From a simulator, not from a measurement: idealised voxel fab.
process module | voxel ribs on slabs
cross-section cut | 190 nm wide | cells 5 nm
A cross-section is a grid of square cells, given in bands from the top down. A band is one or more rows of cells.
Each band's line starts with the height of the band's top and of its bottom, in nm. Then come its materials from left to right, each with its width in nm. One material with "throughout" fills the band from edge to edge. "air" is empty space.
Height 0 is the level under which the wafer as received is all one material. The lowest band goes on downwards, as in "0 down".
A width such as "30 to 40" changes by the same amount from each row of cells to the next, from the band's top row to its bottom row.
"no change" after a step means that no cell of the cross-section changed.
closed voids: empty space of 8 cells or more with no open way to the top, each as width x height at its distance from the left edge, in nm
after a step's settings: what the simulator itself notes on the step
overlay nm, on a step with a mask: how far to the right of its planned place the mask lay; to the left if negative
plan
1 op RECEIVE | material Si
2 op DIRECTIONAL_DEP | material SiO2 | thk nm 20
3 op DIRECTIONAL_DEP | material polySi | thk nm 25
4 op DIRECTIONAL_DEP | material aC | thk nm 10
5 op PATTERN | tone cover | mask id RIB | material resist | width nm 25 | thk nm 25 | overlay nm 0
6 op DIRECTIONAL_ETCH | etch materials aC | depth nm 10
7 op STRIP | etch materials resist
8 op DIRECTIONAL_ETCH | etch materials polySi | depth nm 10
9 op STRIP | etch materials aC
10 op PATTERN | tone cover | mask id SLAB | material resist | width nm 75 | thk nm 20 | overlay nm 0
11 op DIRECTIONAL_ETCH | etch materials polySi | depth nm 15
12 op STRIP | etch materials resist
13 op FILL_DEP | material SiO2 | thk nm 25
14 op CMP | height nm 65
15 op DIRECTIONAL_DEP | material W | thk nm 5
16 op MASKED_ETCH | tone cover | mask id HEATER | width nm 35 | etch materials W | depth nm 5 | overlay nm 0
17 op CONFORMAL_DEP | material SiN | thk nm 5
first wafer, as planned
as received, after step 1
  0 down: Si throughout
  closed voids: none
after step 2
  20 to 0: SiO2 throughout
  below 0: unchanged
after step 3
  45 to 20: polySi throughout
  below 20: unchanged
after step 4
  55 to 45: aC throughout
  below 45: unchanged
after step 5
  80 to 55: air 80 | resist 25 | air 85
  below 55: unchanged
after step 6
  70 to 55: air 80 | resist 25 | air 85
  55 to 45: air 80 | aC 25 | air 85
  below 45: unchanged
after step 7
  55 to 45: air 80 | aC 25 | air 85
  below 45: unchanged
after step 8
  55 to 45: air 80 | aC 25 | air 85
  45 to 35: air 80 | polySi 25 | air 85
  below 35: unchanged
after step 9
  45 to 35: air 80 | polySi 25 | air 85
  below 35: unchanged
after step 10
  65 to 45: air 55 | resist 75 | air 60
  45 to 35: air 55 | resist 25 | polySi 25 | resist 25 | air 60
  below 35: unchanged
after step 11
  65 to 45: air 55 | resist 75 | air 60
  45 to 35: air 55 | resist 25 | polySi 25 | resist 25 | air 60
  35 to 20: air 55 | polySi 75 | air 60
  below 20: unchanged
after step 12
  45 to 35: air 80 | polySi 25 | air 85
  below 35: unchanged
after step 13
  70 to 45: SiO2 throughout
  45 to 35: SiO2 80 | polySi 25 | SiO2 85
  35 to 20: SiO2 55 | polySi 75 | SiO2 60
  below 20: unchanged
after step 14
  65 to 45: SiO2 throughout
  below 45: unchanged
after step 15
  70 to 65: W throughout
  below 65: unchanged
after step 16
  70 to 65: air 75 | W 35 | air 80
  below 65: unchanged
after step 17
  75 to 70: air 70 | SiN 45 | air 75
  70 to 65: SiN 75 | W 35 | SiN 80
  below 65: unchanged
second wafer: like start, like plan, one mistake. Through step 1 it matches the first wafer
when step 2 should have ended
  25 to 0: polySi throughout
  below 0: unchanged
when step 3 should have ended
  45 to 25: SiO2 throughout
  below 25: unchanged
when step 4 should have ended
  55 to 45: aC throughout
  below 45: unchanged
when step 5 should have ended
  80 to 55: air 80 | resist 25 | air 85
  below 55: unchanged
when step 6 should have ended
  70 to 55: air 80 | resist 25 | air 85
  55 to 45: air 80 | aC 25 | air 85
  below 45: unchanged
when step 7 should have ended
  55 to 45: air 80 | aC 25 | air 85
  below 45: unchanged
when step 8 should have ended: no change
when step 9 should have ended
  45 to 25: SiO2 throughout
  below 25: unchanged
when step 10 should have ended
  65 to 45: air 55 | resist 75 | air 60
  below 45: unchanged
when step 11 should have ended: no change
when step 12 should have ended
  45 to 25: SiO2 throughout
  below 25: unchanged
when step 13 should have ended
  70 to 25: SiO2 throughout
  below 25: unchanged
when step 14 should have ended
  65 to 25: SiO2 throughout
  below 25: unchanged
when step 15 should have ended
  70 to 65: W throughout
  below 65: unchanged
when step 16 should have ended
  70 to 65: air 75 | W 35 | air 80
  below 65: unchanged
when step 17 should have ended
  75 to 70: air 70 | SiN 45 | air 75
  70 to 65: SiN 75 | W 35 | SiN 80
  below 65: unchanged
what went wrong: steps 2 and 3 were swapped
at the end the second wafer has, in cells: 135 fewer of SiO2 | 135 more of polySi
